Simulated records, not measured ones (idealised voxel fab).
This is a process module. Its name is voxel self aligned contacts.
Cross-section cut spans 235 nm and uses square cells 5 nm in size.
This document writes a cross-section as a grid whose cells are square, and gives it as bands, listed from the top down; one or more rows of cells form a band.
Within each band entry, the heights of the top and of the bottom of the band appear first, in that order and in nm; the materials of the band then follow from left to right, each with its corresponding width in nm. The designation "full width" on a single material indicates that it fills the band from edge to edge; the designation "blank" indicates empty space.
Heights are reckoned from 0. Under this level, the received wafer is all of one material. The bottommost band is open-ended downward, for example "from 0 down".
The expression "30 to 40" gives the width at the extremes of the band, the first number at its top row of cells and the second at its bottom row, with the width changing by equal amounts from each row to the next in between.
For the purposes of this document, the phrase "nothing got changed" attached to a step denotes that no cell within the cross-section was modified by that step.
"Internal closed voids": empty spaces of 8 cells or more with no open way to the top, each given as width x height at distance, distance from the left edge, all in nm.
Past the settings on a step's line: simulator remark, on that step.
A step's line can hold "overlay nm"; with a mask on that step, the setting says how far right of the planned place the mask lay, while a negative setting says it lay to the left.
THE PROCESS STEPS THAT WERE PLANNED ARE LISTED BELOW
step 1: RECEIVE, material Si
step 2: OXIDIZE, depth nm 5
step 3: DIRECTIONAL_DEP, material polySi, thk nm 25
step 4: DIRECTIONAL_DEP, material SiN, thk nm 15
step 5: PATTERN, tone cover, mask id GATE, material resist, width nm 15, pitch nm 60, thk nm 15, overlay nm 0
step 6: DIRECTIONAL_ETCH, etch materials SiN, depth nm 15
step 7: DIRECTIONAL_ETCH, etch materials polySi, depth nm 25
step 8: STRIP, etch materials resist
step 9: CONFORMAL_DEP, material SiN, thk nm 5
step 10: DIRECTIONAL_ETCH, etch materials SiN, depth nm 5
step 11: FILL_DEP, material SiO2, thk nm 15
step 12: CMP, height nm 45
step 13: PATTERN, tone open, mask id CONTACT, material resist, width nm 45, pitch nm 60, thk nm 15, overlay nm 0
step 14: DIRECTIONAL_ETCH, etch materials SiO2, depth nm 50
step 15: STRIP, etch materials resist
step 16: CONFORMAL_DEP, material TiN, thk nm 5
step 17: FILL_DEP, material W, thk nm 5
step 18: CMP, height nm 45
step 19: CONFORMAL_DEP, material SiN, thk nm 5
For this document, wafers share an identical start and vary in the step 5 width nm; the plan quotes the first wafer's value.
FIRST WAFER OF SEVERAL, AS RECEIVED: CROSS-SECTION AFTER STEP 1
> from 0 down: Si full width
> Internal closed voids: none
BELOW IS A PER-WAFER TABLE. IN IT, EACH ROW DESCRIBES THE WAFER AT THE END OF THE MODULE BY GIVING, FOR EACH MATERIAL, THE NUMBER OF CELLS GAINED (+) OR LOST (-) SINCE THE WAFER WAS RECEIVED, AND AFTER THAT THE CLOSED VOIDS OF THE WAFER
width nm 15 | -47 Si | +122 SiN | +206 SiO2 | +54 TiN | +90 W | +45 polySi | Internal closed voids: none
width nm 20 | -47 Si | +131 SiN | +200 SiO2 | +54 TiN | +72 W | +60 polySi | Internal closed voids: none
width nm 25 | -47 Si | +140 SiN | +194 SiO2 | +54 TiN | +54 W | +75 polySi | Internal closed voids: none
width nm 30 | -47 Si | +149 SiN | +188 SiO2 | +54 TiN | +36 W | +90 polySi | Internal closed voids: none
width nm 35 | -47 Si | +158 SiN | +182 SiO2 | +54 TiN | +18 W | +105 polySi | Internal closed voids: none
width nm 40 | -47 Si | +167 SiN | +176 SiO2 | +54 TiN | +120 polySi | Internal closed voids: none
